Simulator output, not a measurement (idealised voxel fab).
Process module, titled voxel wiring stack
It is cross-section cut that appears here, measuring 180 nm in width, its square cells being 5 nm in size.
How to read a cross-section here: the picture is a grid of square cells, written as bands going from the top down, and any band can span one or more rows of cells. It is stipulated that each band's entry specify, in nanometres, the height of the top of the band and then that of its bottom, followed by the materials of the band in left-to-right sequence, each together with its width in nanometres. A single material marked by the word "edge to edge" is understood to fill the band from edge to edge; the word "air" is understood to denote empty space. Measure heights from 0. That's the level where, below it, the as-received wafer is all one material. The lowest band is bottomless and extends downward; write it as in "0 down". Think of "30->40" as a width that walks from the first number to the second as you go down the band, top row to bottom row, taking equal-sized steps from row to row. Where the words "identical to before" appear for a step, the cross-section shows no cell changed by that step; every cell remained as before. In the "Closed-off voids" entry, you get each enclosed empty space of 8 cells or more, one with no open way to the top, written width x height at distance, distance from the left edge, in nm. Where a step's line continues beyond its settings, the continuation is a remark by the simulator itself on that step. Each step line may optionally specify "overlay nm", which for a step with a mask gives the rightward distance between the mask's planned place and where it lay, a negative value indicating the leftward direction.

Here's what the planned process steps look like
- 1: op RECEIVE | material Si
- 2: op CONFORMAL_DEP | material SiO2 | thk nm 10
- 3: op CONFORMAL_DEP | material SiN | thk nm 5
- 4: op DIRECTIONAL_DEP | material SiO2 | thk nm 25
- 5: op MASKED_ETCH | tone open | mask id METAL_1 | width nm 30 | pitch nm 55 | etch materials SiO2 | depth nm 25 | overlay nm 0
- 6: op MASKED_ETCH | tone open | mask id METAL_1 | width nm 30 | pitch nm 55 | etch materials SiN | depth nm 5 | overlay nm 0
- 7: op CONFORMAL_DEP | material TiN | thk nm 5
- 8: op FILL_DEP | material Cu | thk nm 5
- 9: op CMP | height nm 40
- 10: op CONFORMAL_DEP | material SiCN | thk nm 5
- 11: op DIRECTIONAL_DEP | material lowk | thk nm 15
- 12: op DIRECTIONAL_DEP | material aC | thk nm 15
- 13: op PATTERN | tone open | mask id PLUG_1 | material resist | width nm 15 | thk nm 35 | overlay nm 0
- 14: op DIRECTIONAL_ETCH | etch materials aC | depth nm 15
- 15: op STRIP | etch materials resist
- 16: op DIRECTIONAL_ETCH | etch materials lowk | depth nm 15
- 17: op DIRECTIONAL_ETCH | etch materials SiCN | depth nm 5
- 18: op STRIP | etch materials aC
- 19: op EPI | material Ru | thk nm 10
- 20: op EPI | material Ru | thk nm 10
- 21: op CONFORMAL_DEP | material SiCN | thk nm 5
- 22: op DIRECTIONAL_DEP | material SiO2 | thk nm 15
- 23: op DIRECTIONAL_DEP | material aC | thk nm 15
- 24: op PATTERN | tone open | mask id METAL_2 | material resist | width nm 30 | pitch nm 55 | thk nm 35 | overlay nm 0
- 25: op DIRECTIONAL_ETCH | etch materials aC | depth nm 15
- 26: op STRIP | etch materials resist
- 27: op DIRECTIONAL_ETCH | etch materials SiO2 | depth nm 15
- 28: op DIRECTIONAL_ETCH | etch materials SiCN | depth nm 5
- 29: op STRIP | etch materials aC
- 30: op CONFORMAL_DEP | material TiN | thk nm 5
- 31: op FILL_DEP | material W | thk nm 10
- 32: op CMP | height nm 80
- 33: op CONFORMAL_DEP | material SiCN | thk nm 5
- 34: op DIRECTIONAL_DEP | material SiO2 | thk nm 15
- 35: op DIRECTIONAL_DEP | material aC | thk nm 15
- 36: op PATTERN | tone open | mask id PLUG_2 | material resist | width nm 15 | pitch nm 55 | thk nm 30 | overlay nm 0
- 37: op DIRECTIONAL_ETCH | etch materials aC | depth nm 15
- 38: op STRIP | etch materials resist
- 39: op DIRECTIONAL_ETCH | etch materials SiO2 | depth nm 15
- 40: op DIRECTIONAL_ETCH | etch materials SiCN | depth nm 5
- 41: op STRIP | etch materials aC
- 42: op CONFORMAL_DEP | material TiN | thk nm 5
- 43: op FILL_DEP | material Ru | thk nm 5
- 44: op CMP | height nm 100
- 45: op DIRECTIONAL_DEP | material TiN | thk nm 5
- 46: op DIRECTIONAL_DEP | material Ru | thk nm 25
- 47: op MASKED_ETCH | tone cover | mask id METAL_3 | width nm 30 | pitch nm 55 | etch materials Ru | depth nm 25 | overlay nm 0
- 48: op MASKED_ETCH | tone cover | mask id METAL_3 | width nm 30 | pitch nm 55 | etch materials TiN | depth nm 5 | overlay nm 0
- 49: op CONFORMAL_DEP | material SiCN | thk nm 5
- 50: op FILL_DEP | material SiO2 | thk nm 5
- 51: op CMP | height nm 130
- 52: op CONFORMAL_DEP | material SiCN | thk nm 5
- 53: op DIRECTIONAL_DEP | material lowk | thk nm 25
- 54: op PATTERN | tone open | mask id METAL_4_HOLES | material resist | width nm 15 | pitch nm 55 | thk nm 15 | overlay nm 0
- 55: op DIRECTIONAL_ETCH | etch materials lowk | depth nm 25
- 56: op STRIP | etch materials resist
- 57: op MASKED_ETCH | tone open | mask id METAL_4 | width nm 30 | pitch nm 55 | etch materials lowk | depth nm 15 | overlay nm 0
- 58: op MASKED_ETCH | tone open | mask id METAL_4 | width nm 30 | pitch nm 55 | etch materials SiCN | depth nm 5 | overlay nm 0
- 59: op CONFORMAL_DEP | material TiN | thk nm 5
- 60: op FILL_DEP | material Cu | thk nm 10
- 61: op CMP | height nm 160
- 62: op CONFORMAL_DEP | material SiCN | thk nm 5

Wafer as received: cross-section following step 1
    0 down | Si edge to edge
    Closed-off voids: none

End-of-module cross-section of the first of two wafers, processed as planned
    165 to 160 | SiCN edge to edge
    160 to 150 | 45 of lowk, 5 of TiN, 20 of Cu, 5 of TiN, 25 of lowk, 5 of TiN, 20 of Cu, 5 of TiN, 50 of lowk
    150 to 145 | 45 of lowk, 5 of TiN, 5 of Cu, 20 of TiN, 25 of lowk, 5 of TiN, 5 of Cu, 20 of TiN, 50 of lowk
    145 to 135 | 45 of lowk, 5 of TiN, 5 of Cu, 5 of TiN, 40 of lowk, 5 of TiN, 5 of Cu, 5 of TiN, 65 of lowk
    135 to 130 | 45 of SiCN, 15 of TiN, 40 of SiCN, 15 of TiN, 65 of SiCN
    130 to 105 | 40 of SiO2, 5 of SiCN, 30 of Ru, 5 of SiCN, 15 of SiO2, 5 of SiCN, 30 of Ru, 5 of SiCN, 45 of SiO2
    105 to 100 | 45 of SiCN, 30 of TiN, 25 of SiCN, 30 of TiN, 50 of SiCN
    100 to 85 | 45 of SiO2, 5 of TiN, 5 of Ru, 5 of TiN, 40 of SiO2, 5 of TiN, 5 of Ru, 5 of TiN, 65 of SiO2
    85 to 80 | 45 of SiCN, 15 of TiN, 40 of SiCN, 15 of TiN, 65 of SiCN
    80 to 65 | 45 of SiO2, 5 of TiN, 20 of W, 5 of TiN, 25 of SiO2, 5 of TiN, 20 of W, 5 of TiN, 50 of SiO2
    65 to 60 | 45 of SiCN, 30 of TiN, 25 of SiCN, 30 of TiN, 50 of SiCN
    60 to 45 | 45 of lowk, 15 of Ru, 120 of lowk
    45 to 40 | 45 of SiCN, 15 of Ru, 120 of SiCN
    40 to 15 | 45 of SiO2, 5 of TiN, 20 of Cu, 5 of TiN, 25 of SiO2, 5 of TiN, 20 of Cu, 5 of TiN, 50 of SiO2
    15 to 10 | 45 of SiN, 30 of TiN, 25 of SiN, 30 of TiN, 50 of SiN
    10 to 0 | SiO2 edge to edge
    0 down | Si edge to edge
    Closed-off voids: none

Cross-section of the latter of the two wafers at module completion. It had an identical start and an identical plan to the former; in running it, one mistake was made
    165 to 160 | SiCN edge to edge
    160 to 150 | 45 of lowk, 5 of TiN, 20 of Cu, 5 of TiN, 25 of lowk, 5 of TiN, 20 of Cu, 5 of TiN, 50 of lowk
    150 to 145 | 45 of lowk, 5 of TiN, 5 of Cu, 20 of TiN, 25 of lowk, 5 of TiN, 5 of Cu, 20 of TiN, 50 of lowk
    145 to 135 | 45 of lowk, 5 of TiN, 5 of Cu, 5 of TiN, 40 of lowk, 5 of TiN, 5 of Cu, 5 of TiN, 65 of lowk
    135 to 130 | 45 of SiCN, 15 of TiN, 40 of SiCN, 15 of TiN, 65 of SiCN
    130 to 105 | 40 of SiO2, 5 of SiCN, 30 of Ru, 5 of SiCN, 15 of SiO2, 5 of SiCN, 30 of Ru, 5 of SiCN, 45 of SiO2
    105 to 100 | 45 of SiCN, 30 of TiN, 25 of SiCN, 30 of TiN, 50 of SiCN
    100 to 85 | 45 of SiO2, 5 of TiN, 5 of Ru, 5 of TiN, 40 of SiO2, 5 of TiN, 5 of Ru, 5 of TiN, 65 of SiO2
    85 to 80 | 45 of SiCN, 15 of TiN, 40 of SiCN, 15 of TiN, 65 of SiCN
    80 to 75 | 45 of SiO2, 5 of TiN, 20 of W, 5 of TiN, 25 of SiO2, 5 of TiN, 20 of W, 5 of TiN, 50 of SiO2
    75 to 70 | 30 of SiO2, 15 of SiCN, 30 of TiN, 25 of SiO2, 5 of TiN, 20 of W, 5 of TiN, 50 of SiO2
    70 to 65 | 30 of SiO2, 5 of SiCN, 35 of Ru, 5 of SiCN, 25 of SiO2, 5 of TiN, 20 of W, 5 of TiN, 50 of SiO2
    65 to 60 | 35 of SiCN, 35 of Ru, 30 of SiCN, 30 of TiN, 50 of SiCN
    60 to 45 | 45 of lowk, 15 of Ru, 120 of lowk
    45 to 40 | 45 of SiCN, 15 of Ru, 120 of SiCN
    40 to 15 | 45 of SiO2, 5 of TiN, 20 of Cu, 5 of TiN, 25 of SiO2, 5 of TiN, 20 of Cu, 5 of TiN, 50 of SiO2
    15 to 10 | 45 of SiN, 30 of TiN, 25 of SiN, 30 of TiN, 50 of SiN
    10 to 0 | SiO2 edge to edge
    0 down | Si edge to edge
    Closed-off voids: none
Here's what went sideways: a duplicate execution occurred for one of the equivalent steps 19 and 20, which one being indeterminable
End of process, cell counts, second wafer against first, materials with more or fewer: Ru +14 | SiCN +4 | SiO2 -6 | TiN -4 | W -8
